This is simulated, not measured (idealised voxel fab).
The document below concerns the process module designated voxel wiring stack.
Square cell edge 5 nm, section width 175 nm, ID cut.
A cross-section in this document is a grid of square cells, and it is written down as bands, the top band listed before the ones below it; a band is made up of one or more rows of cells.
The band entry comprises the height of the band's top followed by the height of its bottom, expressed in nm, and subsequently the band's materials from left to right, each stated together with its width in nm. Where a single material is marked with the word "everywhere", that material fills the band from edge to edge. The word "empty" represents empty space.
Zero point of the height axis is 0; under it, received wafer = one material. Lowest band: continues down indefinitely, "0 down".
Per-row width for "30 to 40": begins at first number (top row of band), ends at second number (bottom row), increment between rows held constant.
"no alteration" -> step changed no cross-section cell.
Under "Enclosed internal voids" you'll find the enclosed gaps, the ones with no way out to the top, that are 8 cells or bigger; each reads width x height at distance, with distance counted from the left edge, everything in nm.
What comes after the settings on a step's line is commentary from the simulator itself on that step.
Among the settings permitted on a step's line is "overlay nm"; applied to a step with a mask, it specifies the extent to which the mask lay to the right of its planned position, whereas a negative figure signifies a position to the left.

THE PLANNED PROCESS STEPS ARE ENUMERATED HEREUNDER
1: RECEIVE with material Si
2: CONFORMAL_DEP with material SiO2, thk nm 10
3: CONFORMAL_DEP with material SiCN, thk nm 5
4: DIRECTIONAL_DEP with material SiO2, thk nm 25
5: DIRECTIONAL_DEP with material aC, thk nm 15
6: PATTERN with tone open, mask id METAL_1, material resist, width nm 25, pitch nm 40, thk nm 30, overlay nm 0
7: DIRECTIONAL_ETCH with etch materials aC, depth nm 15
8: STRIP with etch materials resist
9: DIRECTIONAL_ETCH with etch materials SiO2, depth nm 25
10: DIRECTIONAL_ETCH with etch materials SiCN, depth nm 5
11: STRIP with etch materials aC
12: CONFORMAL_DEP with material TiN, thk nm 5
13: FILL_DEP with material Ru, thk nm 5
14: CMP with height nm 40
15: EPI with material Ru, thk nm 5
16: FILL_DEP with material SiCN, thk nm 5
17: DIRECTIONAL_DEP with material SiO2, thk nm 25
18: MASKED_ETCH with tone open, mask id METAL_2, width nm 25, pitch nm 40, etch materials SiO2, depth nm 15, overlay nm 0
19: PATTERN with tone open, mask id METAL_2_HOLES, material resist, width nm 15, pitch nm 40, thk nm 15, overlay nm 0
20: DIRECTIONAL_ETCH with etch materials SiO2, depth nm 10
21: DIRECTIONAL_ETCH with etch materials SiCN, depth nm 5
22: STRIP with etch materials resist
23: CONFORMAL_DEP with material TiN, thk nm 5
24: FILL_DEP with material Cu, thk nm 5
25: CMP with height nm 75
26: CONFORMAL_DEP with material SiCN, thk nm 5

FIRST OF TWO WAFERS: RUN AS PLANNED

CROSS-SECTION OF THE WAFER UPON ARRIVAL, REPRESENTING THE STATE REACHED AFTER STEP 1
  0 down  Si everywhere
  Enclosed internal voids: none

SECTIONAL VIEW: WAFER, AFTER STEP 2
  10 to 0  SiO2 everywhere
  Everything below 0 is unchanged.

SECTIONAL VIEW: WAFER, AFTER STEP 3
  15 to 10  SiCN everywhere
  Everything below 10 is unchanged.

SECTIONAL VIEW: WAFER, AFTER STEP 4
  40 to 15  SiO2 everywhere
  Everything below 15 is unchanged.

SECTIONAL VIEW: WAFER, AFTER STEP 5
  55 to 40  aC everywhere
  Everything below 40 is unchanged.

SECTIONAL VIEW: WAFER, AFTER STEP 6
  85 to 55  35 resist, then 25 empty, then 15 resist, then 25 empty, then 15 resist, then 25 empty, then 35 resist
  Everything below 55 is unchanged.

SECTIONAL VIEW: WAFER, AFTER STEP 7
  70 to 55  35 resist, then 25 empty, then 15 resist, then 25 empty, then 15 resist, then 25 empty, then 35 resist
  55 to 40  35 aC, then 25 empty, then 15 aC, then 25 empty, then 15 aC, then 25 empty, then 35 aC
  Everything below 40 is unchanged.

SECTIONAL VIEW: WAFER, AFTER STEP 8
  55 to 40  35 aC, then 25 empty, then 15 aC, then 25 empty, then 15 aC, then 25 empty, then 35 aC
  Everything below 40 is unchanged.

SECTIONAL VIEW: WAFER, AFTER STEP 9
  55 to 40  35 aC, then 25 empty, then 15 aC, then 25 empty, then 15 aC, then 25 empty, then 35 aC
  40 to 15  35 SiO2, then 25 empty, then 15 SiO2, then 25 empty, then 15 SiO2, then 25 empty, then 35 SiO2
  Everything below 15 is unchanged.

SECTIONAL VIEW: WAFER, AFTER STEP 10
  55 to 40  35 aC, then 25 empty, then 15 aC, then 25 empty, then 15 aC, then 25 empty, then 35 aC
  40 to 15  35 SiO2, then 25 empty, then 15 SiO2, then 25 empty, then 15 SiO2, then 25 empty, then 35 SiO2
  15 to 10  35 SiCN, then 25 empty, then 15 SiCN, then 25 empty, then 15 SiCN, then 25 empty, then 35 SiCN
  Everything below 10 is unchanged.

SECTIONAL VIEW: WAFER, AFTER STEP 11
  40 to 15  35 SiO2, then 25 empty, then 15 SiO2, then 25 empty, then 15 SiO2, then 25 empty, then 35 SiO2
  Everything below 15 is unchanged.

SECTIONAL VIEW: WAFER, AFTER STEP 12
  45 to 40  40 TiN, then 15 empty, then 25 TiN, then 15 empty, then 25 TiN, then 15 empty, then 40 TiN
  40 to 15  35 SiO2, then 5 TiN, then 15 empty, then 5 TiN, then 15 SiO2, then 5 TiN, then 15 empty, then 5 TiN, then 15 SiO2, then 5 TiN, then 15 empty, then 5 TiN, then 35 SiO2
  15 to 10  35 SiCN, then 25 TiN, then 15 SiCN, then 25 TiN, then 15 SiCN, then 25 TiN, then 35 SiCN
  Everything below 10 is unchanged.

SECTIONAL VIEW: WAFER, AFTER STEP 13
  50 to 45  Ru everywhere
  45 to 40  40 TiN, then 15 Ru, then 25 TiN, then 15 Ru, then 25 TiN, then 15 Ru, then 40 TiN
  40 to 15  35 SiO2, then 5 TiN, then 15 Ru, then 5 TiN, then 15 SiO2, then 5 TiN, then 15 Ru, then 5 TiN, then 15 SiO2, then 5 TiN, then 15 Ru, then 5 TiN, then 35 SiO2
  Everything below 15 is unchanged.

SECTIONAL VIEW: WAFER, AFTER STEP 14
  40 to 15  35 SiO2, then 5 TiN, then 15 Ru, then 5 TiN, then 15 SiO2, then 5 TiN, then 15 Ru, then 5 TiN, then 15 SiO2, then 5 TiN, then 15 Ru, then 5 TiN, then 35 SiO2
  Everything below 15 is unchanged.

SECTIONAL VIEW: WAFER, AFTER STEP 15
  45 to 40  30 empty, then 35 Ru, then 5 empty, then 35 Ru, then 5 empty, then 35 Ru, then 30 empty
  Everything below 40 is unchanged.

SECTIONAL VIEW: WAFER, AFTER STEP 16
  50 to 45  SiCN everywhere
  45 to 40  30 SiCN, then 35 Ru, then 5 SiCN, then 35 Ru, then 5 SiCN, then 35 Ru, then 30 SiCN
  Everything below 40 is unchanged.

SECTIONAL VIEW: WAFER, AFTER STEP 17
  75 to 50  SiO2 everywhere
  Everything below 50 is unchanged.

SECTIONAL VIEW: WAFER, AFTER STEP 18
  75 to 60  35 SiO2, then 25 empty, then 15 SiO2, then 25 empty, then 15 SiO2, then 25 empty, then 35 SiO2
  Everything below 60 is unchanged.

SECTIONAL VIEW: WAFER, AFTER STEP 19
  90 to 75  35 resist, then 15 empty, then 25 resist, then 15 empty, then 25 resist, then 15 empty, then 45 resist
  75 to 60  35 SiO2, then 15 empty, then 10 resist, then 15 SiO2, then 15 empty, then 10 resist, then 15 SiO2, then 15 empty, then 10 resist, then 35 SiO2
  Everything below 60 is unchanged.

SECTIONAL VIEW: WAFER, AFTER STEP 20
  90 to 75  35 resist, then 15 empty, then 25 resist, then 15 empty, then 25 resist, then 15 empty, then 45 resist
  75 to 60  35 SiO2, then 15 empty, then 10 resist, then 15 SiO2, then 15 empty, then 10 resist, then 15 SiO2, then 15 empty, then 10 resist, then 35 SiO2
  60 to 50  35 SiO2, then 15 empty, then 25 SiO2, then 15 empty, then 25 SiO2, then 15 empty, then 45 SiO2
  Everything below 50 is unchanged.

SECTIONAL VIEW: WAFER, AFTER STEP 21
  90 to 75  35 resist, then 15 empty, then 25 resist, then 15 empty, then 25 resist, then 15 empty, then 45 resist
  75 to 60  35 SiO2, then 15 empty, then 10 resist, then 15 SiO2, then 15 empty, then 10 resist, then 15 SiO2, then 15 empty, then 10 resist, then 35 SiO2
  60 to 50  35 SiO2, then 15 empty, then 25 SiO2, then 15 empty, then 25 SiO2, then 15 empty, then 45 SiO2
  50 to 45  35 SiCN, then 15 empty, then 25 SiCN, then 15 empty, then 25 SiCN, then 15 empty, then 45 SiCN
  Everything below 45 is unchanged.

SECTIONAL VIEW: WAFER, AFTER STEP 22
  75 to 60  35 SiO2, then 25 empty, then 15 SiO2, then 25 empty, then 15 SiO2, then 25 empty, then 35 SiO2
  Everything below 60 is unchanged.

SECTIONAL VIEW: WAFER, AFTER STEP 23
  80 to 75  40 TiN, then 15 empty, then 25 TiN, then 15 empty, then 25 TiN, then 15 empty, then 40 TiN
  75 to 65  35 SiO2, then 5 TiN, then 15 empty, then 5 TiN, then 15 SiO2, then 5 TiN, then 15 empty, then 5 TiN, then 15 SiO2, then 5 TiN, then 15 empty, then 5 TiN, then 35 SiO2
  65 to 60  35 SiO2, then 5 TiN, then 5 empty, then 15 TiN, then 15 SiO2, then 5 TiN, then 5 empty, then 15 TiN, then 15 SiO2, then 5 TiN, then 5 empty, then 15 TiN, then 35 SiO2
  60 to 50  35 SiO2, then 5 TiN, then 5 empty, then 5 TiN, then 25 SiO2, then 5 TiN, then 5 empty, then 5 TiN, then 25 SiO2, then 5 TiN, then 5 empty, then 5 TiN, then 45 SiO2
  50 to 45  35 SiCN, then 15 TiN, then 25 SiCN, then 15 TiN, then 25 SiCN, then 15 TiN, then 45 SiCN
  Everything below 45 is unchanged.

SECTIONAL VIEW: WAFER, AFTER STEP 24
  85 to 80  Cu everywhere
  80 to 75  40 TiN, then 15 Cu, then 25 TiN, then 15 Cu, then 25 TiN, then 15 Cu, then 40 TiN
  75 to 65  35 SiO2, then 5 TiN, then 15 Cu, then 5 TiN, then 15 SiO2, then 5 TiN, then 15 Cu, then 5 TiN, then 15 SiO2, then 5 TiN, then 15 Cu, then 5 TiN, then 35 SiO2
  65 to 60  35 SiO2, then 5 TiN, then 5 Cu, then 15 TiN, then 15 SiO2, then 5 TiN, then 5 Cu, then 15 TiN, then 15 SiO2, then 5 TiN, then 5 Cu, then 15 TiN, then 35 SiO2
  60 to 50  35 SiO2, then 5 TiN, then 5 Cu, then 5 TiN, then 25 SiO2, then 5 TiN, then 5 Cu, then 5 TiN, then 25 SiO2, then 5 TiN, then 5 Cu, then 5 TiN, then 45 SiO2
  Everything below 50 is unchanged.

SECTIONAL VIEW: WAFER, AFTER STEP 25
  75 to 65  35 SiO2, then 5 TiN, then 15 Cu, then 5 TiN, then 15 SiO2, then 5 TiN, then 15 Cu, then 5 TiN, then 15 SiO2, then 5 TiN, then 15 Cu, then 5 TiN, then 35 SiO2
  Everything below 65 is unchanged.

SECTIONAL VIEW: WAFER, AFTER STEP 26
  80 to 75  SiCN everywhere
  Everything below 75 is unchanged.

THE SECOND WAFER: COMMON ORIGIN AND PLAN, ONE MISTAKE IN EXECUTION, IDENTICAL TO THE FIRST THROUGH STEP 15

PLANNED END OF STEP 16: SECOND WAFER, CROSS-SECTION
  70 to 65  30 empty, then 35 SiO2, then 5 empty, then 35 SiO2, then 5 empty, then 35 SiO2, then 30 empty
  65 to 45  SiO2 everywhere
  45 to 40  30 SiO2, then 35 Ru, then 5 SiO2, then 35 Ru, then 5 SiO2, then 35 Ru, then 30 SiO2
  Everything below 40 is unchanged.

PLANNED END OF STEP 17: SECOND WAFER, CROSS-SECTION
  75 to 70  SiCN everywhere
  70 to 65  30 SiCN, then 35 SiO2, then 5 SiCN, then 35 SiO2, then 5 SiCN, then 35 SiO2, then 30 SiCN
  Everything below 65 is unchanged.

Planned end of step 18: second wafer, cross-section: no alteration

PLANNED END OF STEP 19: SECOND WAFER, CROSS-SECTION
  90 to 75  35 resist, then 15 empty, then 25 resist, then 15 empty, then 25 resist, then 15 empty, then 45 resist
  Everything below 75 is unchanged.

Planned end of step 20: second wafer, cross-section: no alteration

PLANNED END OF STEP 21: SECOND WAFER, CROSS-SECTION
  90 to 75  35 resist, then 15 empty, then 25 resist, then 15 empty, then 25 resist, then 15 empty, then 45 resist
  75 to 70  35 SiCN, then 15 empty, then 25 SiCN, then 15 empty, then 25 SiCN, then 15 empty, then 45 SiCN
  Everything below 70 is unchanged.

PLANNED END OF STEP 22: SECOND WAFER, CROSS-SECTION
  75 to 70  35 SiCN, then 15 empty, then 25 SiCN, then 15 empty, then 25 SiCN, then 15 empty, then 45 SiCN
  Everything below 70 is unchanged.

PLANNED END OF STEP 23: SECOND WAFER, CROSS-SECTION
  80 to 75  40 TiN, then 5 empty, then 35 TiN, then 5 empty, then 35 TiN, then 5 empty, then 50 TiN
  75 to 70  35 SiCN, then 15 TiN, then 25 SiCN, then 15 TiN, then 25 SiCN, then 15 TiN, then 45 SiCN
  Everything below 70 is unchanged.

PLANNED END OF STEP 24: SECOND WAFER, CROSS-SECTION
  85 to 80  Cu everywhere
  80 to 75  40 TiN, then 5 Cu, then 35 TiN, then 5 Cu, then 35 TiN, then 5 Cu, then 50 TiN
  Everything below 75 is unchanged.

PLANNED END OF STEP 25: SECOND WAFER, CROSS-SECTION
  75 to 70  35 SiCN, then 15 TiN, then 25 SiCN, then 15 TiN, then 25 SiCN, then 15 TiN, then 45 SiCN
  Everything below 70 is unchanged.

PLANNED END OF STEP 26: SECOND WAFER, CROSS-SECTION
  80 to 75  SiCN everywhere
  Everything below 75 is unchanged.
Diagnosis: it was found that steps 16 and 17 of the process plan had been performed in exchanged positions
at the end the second wafer has, in cells: Cu -27 | SiO2 +63 | TiN -36
